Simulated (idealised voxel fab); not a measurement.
Process module under the name voxel self aligned vias
Shown is cross-section cut, with a width of 170 nm and square cells of size 5 nm.
Notation: cross-section as square-cell grid; stated in bands, top first, going down; one or more cell rows per band. It is stipulated that each band's entry specify, in nanometres, the height of the top of the band and then that of its bottom, followed by the materials of the band in left-to-right sequence, each together with its width in nanometres. A single material marked by the word "all across" is understood to fill the band from edge to edge; the word "empty" is understood to denote empty space. Height is counted from the level 0, under which the received wafer is composed throughout of one material. The lowest of the bands is not closed at the bottom but continues downward, in the notation "0 nm and below". A two-number width, for instance "30 to 40", indicates that the width is equal to the first number in the top row of the band and to the second number in the bottom row, and that it changes by a constant amount per row of cells. Where a step carries "everything unchanged", the cross-section came out of it unchanged, cell for cell. If an empty space has no open way to the top and is at least 8 cells in size, "Closed void table" lists it, written width x height at distance, where distance is measured from the left edge and every value is in nm. after a step's settings: what the simulator itself notes on the step. overlay nm, on a step with a mask: how far to the right of its planned place the mask lay; to the left if negative.
**Steps in the process plan**
1. RECEIVE: material Si
2. CONFORMAL_DEP: material SiO2, thk nm 10
3. CONFORMAL_DEP: material SiCN, thk nm 5
4. DIRECTIONAL_DEP: material lowk, thk nm 20
5. MASKED_ETCH: tone open, mask id LINES, width nm 20, pitch nm 70, etch materials lowk, depth nm 20, overlay nm 0
6. CONFORMAL_DEP: material TiN, thk nm 5
7. FILL_DEP: material Ru, thk nm 5
8. CMP: height nm 35
9. SELECTIVE_ETCH: etch materials W Ru TiN, depth nm 10
10. FILL_DEP: material SiN, thk nm 10
11. CMP: height nm 35
12. DIRECTIONAL_DEP: material lowk, thk nm 15
13. DIRECTIONAL_DEP: material aC, thk nm 10
14. PATTERN: tone open, mask id VIAS, material resist, width nm 40, pitch nm 70, thk nm 25, overlay nm 0
15. DIRECTIONAL_ETCH: etch materials aC, depth nm 10
16. STRIP: etch materials resist
17. DIRECTIONAL_ETCH: etch materials lowk, depth nm 15
18. DIRECTIONAL_ETCH: etch materials SiN, depth nm 10
19. STRIP: etch materials aC
20. CONFORMAL_DEP: material TiN, thk nm 5
21. FILL_DEP: material W, thk nm 10
22. CMP: height nm 50
23. CONFORMAL_DEP: material SiCN, thk nm 5
**So this is the incoming wafer in cross-section - it's already been through step 1**
	0 nm and below  Si all across
	Closed void table: none
**Run as planned - first of the two wafers cross-sectioned at the end of the module**
	55 nm to 50 nm  SiCN all across
	50 nm to 40 nm  lowk 30 nm, then TiN 5 nm, then W 30 nm, then TiN 5 nm, then lowk 30 nm, then TiN 5 nm, then W 30 nm, then TiN 5 nm, then lowk 30 nm
	40 nm to 30 nm  lowk 30 to 40 nm, then TiN 15 to 5 nm, then W 10 nm, then TiN 15 to 5 nm, then lowk 30 to 50 nm, then TiN 15 to 5 nm, then W 10 nm, then TiN 15 to 5 nm, then lowk 30 to 40 nm
	30 nm to 25 nm  lowk 40 nm, then TiN 20 nm, then lowk 50 nm, then TiN 20 nm, then lowk 40 nm
	25 nm to 20 nm  lowk 40 nm, then TiN 5 nm, then Ru 10 nm, then TiN 5 nm, then lowk 50 nm, then TiN 5 nm, then Ru 10 nm, then TiN 5 nm, then lowk 40 nm
	20 nm to 15 nm  lowk 40 nm, then TiN 20 nm, then lowk 50 nm, then TiN 20 nm, then lowk 40 nm
	15 nm to 10 nm  SiCN all across
	10 nm to 0 nm  SiO2 all across
	0 nm and below  Si all across
	Closed void table: none
**second wafer at the end: like start, like plan, one mistake**
	55 nm to 50 nm  SiCN all across
	50 nm to 30 nm  lowk 30 nm, then TiN 5 nm, then W 30 nm, then TiN 5 nm, then lowk 30 nm, then TiN 5 nm, then W 30 nm, then TiN 5 nm, then lowk 30 nm
	30 nm to 25 nm  lowk 30 nm, then TiN 40 nm, then lowk 30 nm, then TiN 40 nm, then lowk 30 nm
	25 nm to 20 nm  lowk 30 nm, then TiN 15 nm, then Ru 10 nm, then TiN 15 nm, then lowk 30 nm, then TiN 15 nm, then Ru 10 nm, then TiN 15 nm, then lowk 30 nm
	20 nm to 15 nm  lowk 40 nm, then TiN 20 nm, then lowk 50 nm, then TiN 20 nm, then lowk 40 nm
	15 nm to 10 nm  SiCN all across
	10 nm to 0 nm  SiO2 all across
	0 nm and below  Si all across
	Closed void table: none
It is concluded that the wafer was processed incorrectly with respect to the plan, in that regarding the plan, step 17 was run twice
The final cell counts differ between the wafers, with the second having more or fewer of some materials than the first: TiN +8, W +16, lowk -24
